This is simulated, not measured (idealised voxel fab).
This is a process module. Its name is voxel ribs on slabs.
This is section cut - it's 255 nm across, gridded in 5 nm square cells.
Cross-section format: a grid of square cells, given as bands from top to bottom; each band is one or more rows of cells.
In this notation a band is specified by the heights of its top and bottom, in that order and in nm, after which its materials appear from left to right, each paired with its width in nm. The word "everywhere" attached to a single material means that material fills the band from edge to edge; the word "blank" stands for empty space.
We count height from 0. Below that, the starting wafer is all one material. The lowest band never ends at the bottom but goes on down; see "0..down" for how that is written.
With a width like "30..40", each row of cells in the band differs from the next by the same amount, the top row carrying the first number and the bottom row the second.
"nothing different" for a step: no cell of the cross-section changed in that step.
Any empty space of 8 cells or more lacking an open way to the top shows up in "Enclosed cavities" as width x height at distance, distance from the left edge, in nm.
What comes after the settings on a step's line is commentary from the simulator itself on that step.
The optional step-line setting "overlay nm" applies to steps with a mask and quantifies how far to the right of its planned location the mask lay, a negative value indicating leftward placement.

List of planned process steps
1 RECEIVE: material Si
2 DIRECTIONAL_DEP: material SiO2, thk nm 30
3 DIRECTIONAL_DEP: material SiN, thk nm 15
4 MASKED_ETCH: tone cover, mask id RIB, width nm 20, etch materials SiN, depth nm 5, overlay nm 0
5 PATTERN: tone cover, mask id SLAB, material resist, width nm 70, thk nm 20, overlay nm 0
6 DIRECTIONAL_ETCH: etch materials SiN, depth nm 10
7 STRIP: etch materials resist
8 FILL_DEP: material SiO2, thk nm 25
9 CMP: height nm 60
10 DIRECTIONAL_DEP: material W, thk nm 10
11 DIRECTIONAL_DEP: material aC, thk nm 15
12 PATTERN: tone cover, mask id HEATER, material resist, width nm 30, thk nm 35, overlay nm 0
13 DIRECTIONAL_ETCH: etch materials aC, depth nm 15
14 STRIP: etch materials resist
15 DIRECTIONAL_ETCH: etch materials W, depth nm 10
16 STRIP: etch materials aC
17 CONFORMAL_DEP: material SiO2, thk nm 5

Incoming wafer in cross-section (state: after step 1)
    0..down: Si everywhere
    Enclosed cavities: none

Post-module cross-section: identical start and plan to those above, one misstep in execution
    70..65: blank 105 nm  SiO2 40 nm  blank 110 nm
    65..60: SiO2 110 nm  W 30 nm  SiO2 115 nm
    60..45: SiO2 everywhere
    45..40: SiO2 115 nm  SiN 20 nm  SiO2 120 nm
    40..30: SiO2 90 nm  SiN 70 nm  SiO2 95 nm
    30..0: SiO2 everywhere
    0..down: Si everywhere
    Enclosed cavities: none
In executing the process, a mistake was made relative to the plan: for step 10, the planned setting was not used; the step was instead run as DIRECTIONAL_DEP: material W, thk nm 5
